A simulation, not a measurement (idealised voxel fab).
process module | voxel air gaps
cross-section cut | 215 nm wide | cells 5 nm
A cross-section is a grid of square cells, given in bands from the top down. A band is one or more rows of cells.
Each band's line starts with the height of the band's top and of its bottom, in nm. Then come its materials from left to right, each with its width in nm. One material with "throughout" fills the band from edge to edge. "air" is empty space.
Height 0 is the level under which the wafer as received is all one material. The lowest band goes on downwards, as in "0 down".
A width such as "30 to 40" changes by the same amount from each row of cells to the next, from the band's top row to its bottom row.
"no change" after a step means that no cell of the cross-section changed.
closed voids: empty space of 8 cells or more with no open way to the top, each as width x height at its distance from the left edge, in nm
after a step's settings: what the simulator itself notes on the step
overlay nm, on a step with a mask: how far to the right of its planned place the mask lay; to the left if negative
plan
1 op RECEIVE | material Si
2 op CONFORMAL_DEP | material SiO2 | thk nm 10
3 op CONFORMAL_DEP | material SiN | thk nm 5
4 op DIRECTIONAL_DEP | material lowk | thk nm 35
5 op DIRECTIONAL_DEP | material aC | thk nm 15
6 op PATTERN | tone open | mask id LINES | material resist | width nm 15 | pitch nm 45 | thk nm 35 | overlay nm 0
7 op DIRECTIONAL_ETCH | etch materials aC | depth nm 15
8 op STRIP | etch materials resist
9 op DIRECTIONAL_ETCH | etch materials lowk | depth nm 35
10 op STRIP | etch materials aC
11 op CONFORMAL_DEP | material TiN | thk nm 5
12 op FILL_DEP | material Ru | thk nm 10
13 op CMP | height nm 50
14 op EPI | material Ru | thk nm 10
15 op SELECTIVE_ETCH | etch materials lowk | depth nm 45
16 op CONFORMAL_DEP | material SiN | thk nm 5
as received, after step 1
  0 down: Si throughout
  closed voids: none
first wafer at the end, as planned
  65 to 60: air 40 | SiN 135 | air 40
  60 to 50: air 40 | SiN 5 | Ru 35 | SiN 10 | Ru 35 | SiN 10 | Ru 35 | SiN 5 | air 40
  50 to 45: air 40 | SiN 15 | TiN 5 | Ru 5 | TiN 5 | SiN 30 | TiN 5 | Ru 5 | TiN 5 | SiN 30 | TiN 5 | Ru 5 | TiN 5 | SiN 15 | air 40
  45 to 20: air 50 | SiN 5 | TiN 5 | Ru 5 | TiN 5 | SiN 5 | air 20 | SiN 5 | TiN 5 | Ru 5 | TiN 5 | SiN 5 | air 20 | SiN 5 | TiN 5 | Ru 5 | TiN 5 | SiN 5 | air 50
  20 to 15: SiN 55 | TiN 15 | SiN 30 | TiN 15 | SiN 30 | TiN 15 | SiN 55
  15 to 10: SiN throughout
  10 to 0: SiO2 throughout
  0 down: Si throughout
  closed voids: 20 x 25 at 75; 20 x 25 at 120
second wafer at the end: like start, like plan, one mistake
  55 to 45: SiN throughout
  45 to 10: lowk throughout
  10 to 0: SiO2 throughout
  0 down: Si throughout
  closed voids: none
what went wrong: steps 3 and 4 were swapped
at the end the second wafer has, in cells: 60 fewer of Ru | 78 fewer of SiN | 45 fewer of TiN | 301 more of lowk
closed voids at the end (first wafer, second wafer): 2, 0
